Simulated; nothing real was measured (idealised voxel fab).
You're looking at the process module voxel released beams.
Cross-sectional view cut (width: 155 nm; square cell size: 5 nm).
If you're reading a cross-section in this doc, picture square cells in a grid; it comes to you as bands, top ones listed first down to the bottom, and a band can be one or more rows of cells. For a band, the entry starts with two heights in nm, that of the top and then that of the bottom, and carries on with the band's materials in order from left to right, each alongside its width in nm; the word "throughout" beside a single material means it fills the band edge to edge, and "air" means empty space. Note: height 0 marks the level under which the wafer is uniformly one material as received. Lowest band unbounded below, written "top 0, no bottom". You'd read "30->40" like this: the band's top row of cells is as wide as the first number, its bottom row is as wide as the second, and going down, every row changes width by the same amount as the row before did. Reading "all unchanged" for a step: not a cell of the cross-section changed in it. The entry "Enclosed void entries" lists the empty spaces that cover at least 8 cells and have no open path to the top. Each is written as width x height at distance, where the distance is measured from the left edge and all three values are in nm. Step line, after settings: the simulator's comment on this step. Each step line may optionally specify "overlay nm", which for a step with a mask gives the rightward distance between the mask's planned place and where it lay, a negative value indicating the leftward direction.

# plan
1) RECEIVE [material Si]
2) CONFORMAL_DEP [material SiN] [thk nm 10]
3) DIRECTIONAL_DEP [material SiO2] [thk nm 20]
4) PATTERN [tone open] [mask id ANCHOR] [material resist] [width nm 45] [thk nm 20] [overlay nm 0]
5) DIRECTIONAL_ETCH [etch materials SiO2] [depth nm 20]
6) STRIP [etch materials resist]
7) CONFORMAL_DEP [material TiN] [thk nm 15]
8) MASKED_ETCH [tone cover] [mask id BEAM] [width nm 110] [etch materials TiN] [depth nm 15] [overlay nm -5]
9) STRIP [etch materials SiO2]
For clarity, it should be stated that the wafers under discussion commence in an identical condition and differ with respect to the overlay nm of step 8, the plan indicating the value that the first wafer had.

# Cross-section of the first of several received wafers, showing its state after step 1
	top 0, no bottom  Si throughout
	Enclosed void entries: none

# Wafer cross-section (first of several) - module end, post step 9 (last step)
	top 45, bottom 30  15 nm air  25 nm TiN  15 nm air  70 nm TiN  30 nm air
	top 30, bottom 25  25 nm air  15 nm TiN  15 nm air  15 nm TiN  85 nm air
	top 25, bottom 10  25 nm air  45 nm TiN  85 nm air
	top 10, bottom 0  SiN throughout
	top 0, no bottom  Si throughout
	Enclosed void entries: none

# The last wafer as seen in cross-section at the end of the module
	top 45, bottom 30  30 nm air  10 nm TiN  15 nm air  85 nm TiN  15 nm air
	top 30, bottom 25  25 nm air  15 nm TiN  15 nm air  15 nm TiN  85 nm air
	top 25, bottom 10  25 nm air  45 nm TiN  85 nm air
	top 10, bottom 0  SiN throughout
	top 0, no bottom  Si throughout
	Enclosed void entries: none

# Quick key for the table: a row per wafer, taken at the end of the module. For each material it tells you how many cells the wafer gained (+) or lost (-) since it came in, and the closed voids come after
overlay nm -5; +62 SiN; +90 TiN; Enclosed void entries: none
overlay nm 0; +62 SiN; +90 TiN; Enclosed void entries: none
overlay nm 5; +62 SiN; +90 TiN; Enclosed void entries: none
overlay nm 10; +62 SiN; +90 TiN; Enclosed void entries: none
